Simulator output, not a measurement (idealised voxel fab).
process module | voxel fin reveal
cross-section cut | 180 nm wide | cells 5 nm
A cross-section is a grid of square cells, given in bands from the top down. A band is one or more rows of cells.
Each band's line starts with the height of the band's top and of its bottom, in nm. Then come its materials from left to right, each with its width in nm. One material with "throughout" fills the band from edge to edge. "air" is empty space.
Height 0 is the level under which the wafer as received is all one material. The lowest band goes on downwards, as in "0 down".
A width such as "30 to 40" changes by the same amount from each row of cells to the next, from the band's top row to its bottom row.
"no change" after a step means that no cell of the cross-section changed.
closed voids: empty space of 8 cells or more with no open way to the top, each as width x height at its distance from the left edge, in nm
after a step's settings: what the simulator itself notes on the step
overlay nm, on a step with a mask: how far to the right of its planned place the mask lay; to the left if negative
plan
1 op RECEIVE | material Si
2 op CONFORMAL_DEP | material SiN | thk nm 10
3 op MASKED_ETCH | tone cover | mask id FINS | width nm 15 | pitch nm 40 | etch materials SiN | depth nm 10 | overlay nm 0
4 op MASKED_ETCH | tone cover | mask id FINS | width nm 15 | pitch nm 40 | etch materials Si | depth nm 35 | overlay nm 0
5 op OXIDIZE | depth nm 5
6 op FILL_DEP | material SiO2 | thk nm 5
7 op CMP | height nm 10
8 op SELECTIVE_ETCH | etch materials SiO2 | depth nm 25
9 op STRIP | etch materials SiN
10 op CONFORMAL_DEP | material HfO2 | thk nm 5
varied across the wafers: width nm of step 4. The plan shows the first wafer's value. All wafers start alike
first wafer as received, after step 1
  0 down: Si throughout
  closed voids: none
each wafer at the end: cells of each material gained (+) or lost (-) since it was received, then its closed voids
width nm 15 | +48 HfO2 | -272 Si | +170 SiO2 | closed voids: none
width nm 20 | +48 HfO2 | -258 Si | +160 SiO2 | closed voids: none
width nm 25 | +48 HfO2 | -244 Si | +150 SiO2 | closed voids: none
